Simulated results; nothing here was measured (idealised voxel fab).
Process module name: voxel spacer lines
It is cross-section cut that appears here, measuring 225 nm in width, its square cells being 5 nm in size.
In what follows, cross-sections appear as grids of square cells, described through bands that run from the top down, where every band is one or more rows of cells. What a band's entry tells you: where the top is and where the bottom is, as heights in nm, and after that what lies inside, material by material from left to right, each with its width in nm. Empty space is written as the word "blank", and a single material marked with the word "throughout" occupies the band from edge to edge. Heights are expressed relative to 0, this being the level below which the as-received wafer comprises one material exclusively. The lowest band is unbounded in the downward direction and is denoted as in "z 0 and below". The expression "30 to 40" gives the width at the extremes of the band, the first number at its top row of cells and the second at its bottom row, with the width changing by equal amounts from each row to the next in between. Step marked "no change"? Then no cell in the cross-section changed in it. Closed void list: empty space of 8 cells or more with no open way to the top, each as width x height at its distance from the left edge, in nm. It should be noted that, on the line of a given step, the content following the step's settings is a remark produced by the simulator itself with respect to that step. If you see "overlay nm" on a step's line and that step has a mask, it's telling you how far right of where it was planned the mask ended up; a negative number means it went left instead.
-- Process steps foreseen in the plan
- 1: RECEIVE [material Si]
- 2: CONFORMAL_DEP [material Al2O3] [thk nm 10]
- 3: DIRECTIONAL_DEP [material TiN] [thk nm 10]
- 4: DIRECTIONAL_DEP [material polySi] [thk nm 30]
- 5: PATTERN [tone cover] [mask id MANDREL] [material resist] [width nm 25] [pitch nm 70] [thk nm 40] [overlay nm 0]
- 6: DIRECTIONAL_ETCH [etch materials polySi] [depth nm 30]
- 7: STRIP [etch materials resist]
- 8: CONFORMAL_DEP [material SiO2] [thk nm 10]
- 9: DIRECTIONAL_ETCH [etch materials SiO2] [depth nm 10]
- 10: STRIP [etch materials polySi]
- 11: DIRECTIONAL_ETCH [etch materials TiN] [depth nm 10]
- 12: STRIP [etch materials SiO2]
-- Shown in cross-section is the wafer as received, that is, as it stands after step 1
	z 0 and below: Si throughout
	Closed void list: none
-- End-of-module XS, first of two wafers, run as planned
	z 20 to 10: 20 nm blank, 10 nm TiN, 25 nm blank, 10 nm TiN, 25 nm blank, 10 nm TiN, 25 nm blank, 10 nm TiN, 25 nm blank, 10 nm TiN, 25 nm blank, 10 nm TiN, 20 nm blank
	z 10 to 0: Al2O3 throughout
	z 0 and below: Si throughout
	Closed void list: none
-- So this is wafer number two of the two, cut at the end of the module - it started where the first did and had the same plan, we just got one thing wrong running it
	z 40 to 10: polySi throughout
	z 10 to 0: Al2O3 throughout
	z 0 and below: Si throughout
	Closed void list: none
What was the processing mistake? contrary to the plan, steps 3 and 4 were processed in exchanged order
Wafer comparison, final, in cells, second relative to first, materials more or fewer: TiN -24; polySi +270
